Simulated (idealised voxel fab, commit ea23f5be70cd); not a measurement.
process module | voxel double patterning
cross-section cut | 255 nm wide | cells 5 nm
A cross-section is a grid of square cells, given in bands from the top down. A band is one or more rows of cells.
Each band's line starts with the height of the band's top and of its bottom, in nm. Then come its materials from left to right, each with its width in nm. One material with "throughout" fills the band from edge to edge. "air" is empty space.
Height 0 is the level under which the wafer as received is all one material. The lowest band goes on downwards, as in "0 down".
A width such as "30 to 40" changes by the same amount from each row of cells to the next, from the band's top row to its bottom row.
"no change" after a step means that no cell of the cross-section changed.
closed voids: empty space of 8 cells or more with no open way to the top, each as width x height at its distance from the left edge, in nm
after a step's settings: what the simulator itself notes on the step
overlay nm, on a step with a mask: how far to the right of its planned place the mask lay; to the left if negative
plan
1 op RECEIVE | material Si
2 op CONFORMAL_DEP | material SiO2 | thk nm 5
3 op DIRECTIONAL_DEP | material W | thk nm 15
4 op DIRECTIONAL_DEP | material SiCN | thk nm 10
5 op DIRECTIONAL_DEP | material aC | thk nm 15
6 op PATTERN | tone open | mask id FIRST | material resist | width nm 15 | pitch nm 50 | thk nm 30 | overlay nm 0
7 op DIRECTIONAL_ETCH | etch materials aC | depth nm 15
8 op STRIP | etch materials resist
9 op DIRECTIONAL_ETCH | etch materials SiCN | depth nm 10
10 op STRIP | etch materials aC
11 op PATTERN | tone open | mask id SECOND | material resist | width nm 15 | thk nm 20 | overlay nm 0
12 op DIRECTIONAL_ETCH | etch materials SiCN | depth nm 10
13 op STRIP | etch materials resist
14 op DIRECTIONAL_ETCH | etch materials W | depth nm 15
15 op STRIP | etch materials SiCN
varied across the wafers: width nm of step 6. The plan shows the first wafer's value. All wafers start alike
first wafer as received, after step 1
  0 down: Si throughout
  closed voids: none
each wafer at the end: cells of each material gained (+) or lost (-) since it was received, then its closed voids
width nm 15 | +51 SiO2 | +126 W | closed voids: none
width nm 20 | +51 SiO2 | +120 W | closed voids: none
width nm 25 | +51 SiO2 | +114 W | closed voids: none
width nm 30 | +51 SiO2 | +108 W | closed voids: none
